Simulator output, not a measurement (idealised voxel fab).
voxel gate over fins: a process module
This is section cut - it's 280 nm across, gridded in 5 nm square cells.
If you're reading a cross-section in this doc, picture square cells in a grid; it comes to you as bands, top ones listed first down to the bottom, and a band can be one or more rows of cells. The band entry comprises the height of the band's top followed by the height of its bottom, expressed in nm, and subsequently the band's materials from left to right, each stated together with its width in nm. Where a single material is marked with the word "everywhere", that material fills the band from edge to edge. The word "empty" represents empty space. Where do heights start? At 0: under that level the wafer as delivered is made of one material only. And the lowest band has no floor; it just carries on downward, as in "0 nm and below". Per-row width for "30 to 40": begins at first number (top row of band), ends at second number (bottom row), increment between rows held constant. "nothing was modified", as given for a step, is the statement that not any cell of the cross-section underwent a change during that step. Basically, "Fully sealed voids" tells you about the enclosed voids: empty spaces with no open way to the top, 8 cells or bigger, each written width x height at distance, where distance is from the left edge, all in nm. Read whatever lies past the settings on a step's line as the simulator's own remark about the step. What "overlay nm" on a step's line means: if the step has a mask, that mask lay this far to the right of its planned place, or, when the value is negative, to the left.

Intended process steps
1. RECEIVE | material Si
2. CONFORMAL_DEP | material SiN | thk nm 5
3. PATTERN | tone cover | mask id FINS | material resist | width nm 15 | pitch nm 45 | thk nm 20 | overlay nm 0
4. DIRECTIONAL_ETCH | etch materials SiN | depth nm 5
5. DIRECTIONAL_ETCH | etch materials Si | depth nm 30
6. STRIP | etch materials resist
7. FILL_DEP | material SiO2 | thk nm 5
8. CMP | height nm 5
9. SELECTIVE_ETCH | etch materials SiO2 | depth nm 15
10. STRIP | etch materials SiN
11. CONFORMAL_DEP | material HfO2 | thk nm 5
12. CONFORMAL_DEP | material TiN | thk nm 5
13. FILL_DEP | material W | thk nm 10
14. CMP | height nm 15
15. CONFORMAL_DEP | material SiCN | thk nm 5

Cross-section of the wafer upon arrival, representing the state reached after step 1
    0 nm and below | Si everywhere
    Fully sealed voids: none

First of two wafers at the end of the module, shown in cross-section; run carried out as planned
    20 nm to 15 nm | SiCN everywhere
    15 nm to 10 nm | W everywhere
    10 nm to 5 nm | W 100, TiN 35, W 10, TiN 35, W 100
    5 nm to 0 nm | W 100, TiN 5, HfO2 25, TiN 5, W 10, TiN 5, HfO2 25, TiN 5, W 100
    0 nm to -5 nm | TiN 105, HfO2 5, Si 15, HfO2 5, TiN 20, HfO2 5, Si 15, HfO2 5, TiN 105
    -5 nm to -10 nm | HfO2 110, Si 15, HfO2 30, Si 15, HfO2 110
    -10 nm to -30 nm | SiO2 110, Si 15, SiO2 30, Si 15, SiO2 110
    -30 nm and below | Si everywhere
    Fully sealed voids: none

End-of-module cross-section of the second wafer: identical starting point and process plan to the first, with one processing mistake
    20 nm to 15 nm | SiCN everywhere
    15 nm to 10 nm | W everywhere
    10 nm to 5 nm | W 100, HfO2 35, W 10, HfO2 35, W 100
    5 nm to 0 nm | W 100, HfO2 5, TiN 25, HfO2 5, W 10, HfO2 5, TiN 25, HfO2 5, W 100
    0 nm to -5 nm | HfO2 105, TiN 5, Si 15, TiN 5, HfO2 20, TiN 5, Si 15, TiN 5, HfO2 105
    -5 nm to -10 nm | TiN 110, Si 15, TiN 30, Si 15, TiN 110
    -10 nm to -30 nm | SiO2 110, Si 15, SiO2 30, Si 15, SiO2 110
    -30 nm and below | Si everywhere
    Fully sealed voids: none
So what did we get wrong on this run? steps 11 and 12 got flipped, so each one ran where the other should have
Same inventory, different map: at the end, the second wafer holds as many cells of each material as the first, placed elsewhere.
